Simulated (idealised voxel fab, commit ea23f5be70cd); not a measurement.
This section sets out a process module, namely voxel self aligned contacts.
Section shown: cut. Width: 170 nm. Cell size: 5 nm, square.
Cross-section layout: square cells on a grid; listed as bands, top to bottom; a band spans one or more cell rows. Basically the band line says how high the top is and how high the bottom is, in nm, and then what's in it from left to right, every material with its width in nm. Empty space shows up as "empty", and if a single material carries "throughout" it runs the full band edge to edge. All heights in this document are referenced to 0, defined as the level beneath which the wafer, as received, consists entirely of one material. The lowest band is not bounded below; it extends indefinitely downward and is written in the form "z 0 and below". Note: "30->40" means the width goes from the first number (top row of the band) to the second number (bottom row) in equal steps per row of cells. It should be understood that the words "nothing was modified", when stated for a given step, signify that the cross-section underwent no change in any of its cells during that step. "Closed void list" means: voids of 8 cells or more that are shut off from the top with no open way through. Written width x height at distance, distance from the left edge, in nm. Anything after a step's settings on that line? It's the simulator's own note about the step. If you see "overlay nm" on a step's line and that step has a mask, it's telling you how far right of where it was planned the mask ended up; a negative number means it went left instead.
Process steps foreseen in the plan:
1 RECEIVE: material Si
2 CONFORMAL_DEP: material SiO2, thk nm 5
3 DIRECTIONAL_DEP: material polySi, thk nm 30
4 DIRECTIONAL_DEP: material SiN, thk nm 25
5 MASKED_ETCH: tone cover, mask id GATE, width nm 30, pitch nm 70, etch materials SiN, depth nm 25, overlay nm 0
6 MASKED_ETCH: tone cover, mask id GATE, width nm 30, pitch nm 70, etch materials polySi, depth nm 30, overlay nm 0
7 CONFORMAL_DEP: material SiN, thk nm 10
8 DIRECTIONAL_ETCH: etch materials SiN, depth nm 10
9 FILL_DEP: material SiO2, thk nm 10
10 CMP: height nm 65
11 DIRECTIONAL_DEP: material aC, thk nm 15
12 PATTERN: tone open, mask id CONTACT, material resist, width nm 50, thk nm 35, overlay nm 0
13 DIRECTIONAL_ETCH: etch materials aC, depth nm 15
14 STRIP: etch materials resist
15 DIRECTIONAL_ETCH: etch materials SiO2, depth nm 65
16 STRIP: etch materials aC
17 CONFORMAL_DEP: material TiN, thk nm 5
18 FILL_DEP: material W, thk nm 5
19 CMP: height nm 65
20 CONFORMAL_DEP: material SiN, thk nm 5
So, the first of our two wafers, run just as we planned it:
Cross-section of the wafer as it came to us, i.e., already through step 1:
> z 0 and below = Si throughout
> Closed void list: none
Cross-section of the wafer subsequent to step 2:
> z 5 to 0 = SiO2 throughout
> For the remainder of the cross-section, below 0, there is no change.
Cross-section of the wafer subsequent to step 3:
> z 35 to 5 = polySi throughout
> For the remainder of the cross-section, below 5, there is no change.
Cross-section of the wafer subsequent to step 4:
> z 60 to 35 = SiN throughout
> For the remainder of the cross-section, below 35, there is no change.
Cross-section of the wafer subsequent to step 5:
> z 60 to 35 = 35 of empty, then 30 of SiN, then 40 of empty, then 30 of SiN, then 35 of empty
> For the remainder of the cross-section, below 35, there is no change.
Cross-section of the wafer subsequent to step 6:
> z 60 to 35 = 35 of empty, then 30 of SiN, then 40 of empty, then 30 of SiN, then 35 of empty
> z 35 to 5 = 35 of empty, then 30 of polySi, then 40 of empty, then 30 of polySi, then 35 of empty
> For the remainder of the cross-section, below 5, there is no change.
Cross-section of the wafer subsequent to step 7:
> z 70 to 35 = 25 of empty, then 50 of SiN, then 20 of empty, then 50 of SiN, then 25 of empty
> z 35 to 15 = 25 of empty, then 10 of SiN, then 30 of polySi, then 10 of SiN, then 20 of empty, then 10 of SiN, then 30 of polySi, then 10 of SiN, then 25 of empty
> z 15 to 5 = 35 of SiN, then 30 of polySi, then 40 of SiN, then 30 of polySi, then 35 of SiN
> For the remainder of the cross-section, below 5, there is no change.
Cross-section of the wafer subsequent to step 8:
> z 60 to 35 = 25 of empty, then 50 of SiN, then 20 of empty, then 50 of SiN, then 25 of empty
> z 35 to 5 = 25 of empty, then 10 of SiN, then 30 of polySi, then 10 of SiN, then 20 of empty, then 10 of SiN, then 30 of polySi, then 10 of SiN, then 25 of empty
> For the remainder of the cross-section, below 5, there is no change.
Cross-section of the wafer subsequent to step 9:
> z 70 to 60 = SiO2 throughout
> z 60 to 35 = 25 of SiO2, then 50 of SiN, then 20 of SiO2, then 50 of SiN, then 25 of SiO2
> z 35 to 5 = 25 of SiO2, then 10 of SiN, then 30 of polySi, then 10 of SiN, then 20 of SiO2, then 10 of SiN, then 30 of polySi, then 10 of SiN, then 25 of SiO2
> For the remainder of the cross-section, below 5, there is no change.
Cross-section of the wafer subsequent to step 10:
> z 65 to 60 = SiO2 throughout
> For the remainder of the cross-section, below 60, there is no change.
Cross-section of the wafer subsequent to step 11:
> z 80 to 65 = aC throughout
> For the remainder of the cross-section, below 65, there is no change.
Cross-section of the wafer subsequent to step 12:
> z 115 to 80 = 60 of resist, then 50 of empty, then 60 of resist
> For the remainder of the cross-section, below 80, there is no change.
Cross-section of the wafer subsequent to step 13:
> z 100 to 80 = 60 of resist, then 50 of empty, then 60 of resist
> z 80 to 65 = 60 of aC, then 50 of empty, then 60 of aC
> For the remainder of the cross-section, below 65, there is no change.
Cross-section of the wafer subsequent to step 14:
> z 80 to 65 = 60 of aC, then 50 of empty, then 60 of aC
> For the remainder of the cross-section, below 65, there is no change.
Cross-section of the wafer subsequent to step 15:
> z 80 to 65 = 60 of aC, then 50 of empty, then 60 of aC
> z 65 to 60 = 60 of SiO2, then 50 of empty, then 60 of SiO2
> z 60 to 35 = 25 of SiO2, then 50 of SiN, then 20 of empty, then 50 of SiN, then 25 of SiO2
> z 35 to 5 = 25 of SiO2, then 10 of SiN, then 30 of polySi, then 10 of SiN, then 20 of empty, then 10 of SiN, then 30 of polySi, then 10 of SiN, then 25 of SiO2
> z 5 to 0 = 75 of SiO2, then 20 of empty, then 75 of SiO2
> For the remainder of the cross-section, below 0, there is no change.
Cross-section of the wafer subsequent to step 16:
> z 65 to 60 = 60 of SiO2, then 50 of empty, then 60 of SiO2
> For the remainder of the cross-section, below 60, there is no change.
Cross-section of the wafer subsequent to step 17:
> z 70 to 65 = 65 of TiN, then 40 of empty, then 65 of TiN
> z 65 to 60 = 60 of SiO2, then 20 of TiN, then 10 of empty, then 20 of TiN, then 60 of SiO2
> z 60 to 35 = 25 of SiO2, then 50 of SiN, then 5 of TiN, then 10 of empty, then 5 of TiN, then 50 of SiN, then 25 of SiO2
> z 35 to 5 = 25 of SiO2, then 10 of SiN, then 30 of polySi, then 10 of SiN, then 5 of TiN, then 10 of empty, then 5 of TiN, then 10 of SiN, then 30 of polySi, then 10 of SiN, then 25 of SiO2
> z 5 to 0 = 75 of SiO2, then 20 of TiN, then 75 of SiO2
> For the remainder of the cross-section, below 0, there is no change.
Cross-section of the wafer subsequent to step 18:
> z 75 to 70 = W throughout
> z 70 to 65 = 65 of TiN, then 40 of W, then 65 of TiN
> z 65 to 60 = 60 of SiO2, then 20 of TiN, then 10 of W, then 20 of TiN, then 60 of SiO2
> z 60 to 35 = 25 of SiO2, then 50 of SiN, then 5 of TiN, then 10 of W, then 5 of TiN, then 50 of SiN, then 25 of SiO2
> z 35 to 5 = 25 of SiO2, then 10 of SiN, then 30 of polySi, then 10 of SiN, then 5 of TiN, then 10 of W, then 5 of TiN, then 10 of SiN, then 30 of polySi, then 10 of SiN, then 25 of SiO2
> For the remainder of the cross-section, below 5, there is no change.
Cross-section of the wafer subsequent to step 19:
> z 65 to 60 = 60 of SiO2, then 20 of TiN, then 10 of W, then 20 of TiN, then 60 of SiO2
> For the remainder of the cross-section, below 60, there is no change.
Cross-section of the wafer subsequent to step 20:
> z 70 to 65 = SiN throughout
> For the remainder of the cross-section, below 65, there is no change.
Companion wafer, the second of two: same beginning, same intended sequence, one mistake in carrying it out; through step 5 inclusive it tracks the first exactly:
Second wafer profile in section, at the moment step 6 of the plan was meant to be complete:
> z 60 to 35 = 35 of empty, then 30 of SiN, then 40 of empty, then 30 of SiN, then 35 of empty
> z 35 to 5 = 25 of empty, then 40 of polySi, then 30 of empty, then 40 of polySi, then 35 of empty
> For the remainder of the cross-section, below 5, there is no change.
Second wafer profile in section, at the moment step 7 of the plan was meant to be complete:
> z 70 to 45 = 25 of empty, then 50 of SiN, then 20 of empty, then 50 of SiN, then 25 of empty
> z 45 to 35 = 15 of empty, then 60 of SiN, then 10 of empty, then 60 of SiN, then 25 of empty
> z 35 to 15 = 15 of empty, then 10 of SiN, then 40 of polySi, then 10 of SiN, then 10 of empty, then 10 of SiN, then 40 of polySi, then 10 of SiN, then 25 of empty
> z 15 to 5 = 25 of SiN, then 40 of polySi, then 30 of SiN, then 40 of polySi, then 35 of SiN
> For the remainder of the cross-section, below 5, there is no change.
Second wafer profile in section, at the moment step 8 of the plan was meant to be complete:
> z 60 to 35 = 25 of empty, then 50 of SiN, then 20 of empty, then 50 of SiN, then 25 of empty
> z 35 to 5 = 15 of empty, then 10 of SiN, then 40 of polySi, then 10 of SiN, then 10 of empty, then 10 of SiN, then 40 of polySi, then 10 of SiN, then 25 of empty
> For the remainder of the cross-section, below 5, there is no change.
Second wafer profile in section, at the moment step 9 of the plan was meant to be complete:
> z 70 to 60 = SiO2 throughout
> z 60 to 35 = 25 of SiO2, then 50 of SiN, then 20 of SiO2, then 50 of SiN, then 25 of SiO2
> z 35 to 5 = 15 of SiO2, then 10 of SiN, then 40 of polySi, then 10 of SiN, then 10 of SiO2, then 10 of SiN, then 40 of polySi, then 10 of SiN, then 25 of SiO2
> For the remainder of the cross-section, below 5, there is no change.
Second wafer profile in section, at the moment step 10 of the plan was meant to be complete:
> z 65 to 60 = SiO2 throughout
> For the remainder of the cross-section, below 60, there is no change.
Second wafer profile in section, at the moment step 11 of the plan was meant to be complete:
> z 80 to 65 = aC throughout
> For the remainder of the cross-section, below 65, there is no change.
Second wafer profile in section, at the moment step 12 of the plan was meant to be complete:
> z 115 to 80 = 60 of resist, then 50 of empty, then 60 of resist
> For the remainder of the cross-section, below 80, there is no change.
Second wafer profile in section, at the moment step 13 of the plan was meant to be complete:
> z 100 to 80 = 60 of resist, then 50 of empty, then 60 of resist
> z 80 to 65 = 60 of aC, then 50 of empty, then 60 of aC
> For the remainder of the cross-section, below 65, there is no change.
Second wafer profile in section, at the moment step 14 of the plan was meant to be complete:
> z 80 to 65 = 60 of aC, then 50 of empty, then 60 of aC
> For the remainder of the cross-section, below 65, there is no change.
Second wafer profile in section, at the moment step 15 of the plan was meant to be complete:
> z 80 to 65 = 60 of aC, then 50 of empty, then 60 of aC
> z 65 to 60 = 60 of SiO2, then 50 of empty, then 60 of SiO2
> z 60 to 35 = 25 of SiO2, then 50 of SiN, then 20 of empty, then 50 of SiN, then 25 of SiO2
> z 35 to 5 = 15 of SiO2, then 10 of SiN, then 40 of polySi, then 10 of SiN, then 10 of empty, then 10 of SiN, then 40 of polySi, then 10 of SiN, then 25 of SiO2
> z 5 to 0 = 75 of SiO2, then 10 of empty, then 85 of SiO2
> For the remainder of the cross-section, below 0, there is no change.
Second wafer profile in section, at the moment step 16 of the plan was meant to be complete:
> z 65 to 60 = 60 of SiO2, then 50 of empty, then 60 of SiO2
> For the remainder of the cross-section, below 60, there is no change.
Second wafer profile in section, at the moment step 17 of the plan was meant to be complete:
> z 70 to 65 = 65 of TiN, then 40 of empty, then 65 of TiN
> z 65 to 60 = 60 of SiO2, then 20 of TiN, then 10 of empty, then 20 of TiN, then 60 of SiO2
> z 60 to 40 = 25 of SiO2, then 50 of SiN, then 5 of TiN, then 10 of empty, then 5 of TiN, then 50 of SiN, then 25 of SiO2
> z 40 to 35 = 25 of SiO2, then 50 of SiN, then 20 of TiN, then 50 of SiN, then 25 of SiO2
> z 35 to 5 = 15 of SiO2, then 10 of SiN, then 40 of polySi, then 10 of SiN, then 10 of TiN, then 10 of SiN, then 40 of polySi, then 10 of SiN, then 25 of SiO2
> z 5 to 0 = 75 of SiO2, then 10 of TiN, then 85 of SiO2
> For the remainder of the cross-section, below 0, there is no change.
Second wafer profile in section, at the moment step 18 of the plan was meant to be complete:
> z 75 to 70 = W throughout
> z 70 to 65 = 65 of TiN, then 40 of W, then 65 of TiN
> z 65 to 60 = 60 of SiO2, then 20 of TiN, then 10 of W, then 20 of TiN, then 60 of SiO2
> z 60 to 40 = 25 of SiO2, then 50 of SiN, then 5 of TiN, then 10 of W, then 5 of TiN, then 50 of SiN, then 25 of SiO2
> For the remainder of the cross-section, below 40, there is no change.
Second wafer profile in section, at the moment step 19 of the plan was meant to be complete:
> z 65 to 60 = 60 of SiO2, then 20 of TiN, then 10 of W, then 20 of TiN, then 60 of SiO2
> For the remainder of the cross-section, below 60, there is no change.
Second wafer profile in section, at the moment step 20 of the plan was meant to be complete:
> z 70 to 65 = SiN throughout
> For the remainder of the cross-section, below 65, there is no change.
What went wrong in running the wafer? so step 6 ended up running with a different setting than we planned, it ran as MASKED_ETCH: tone cover, mask id GATE, width nm 30, pitch nm 70, etch materials polySi, depth nm 30, overlay nm -10
End of process, cell counts, second wafer against first, materials with more or fewer: SiO2: 10 fewer | W: 14 fewer | polySi: 24 more
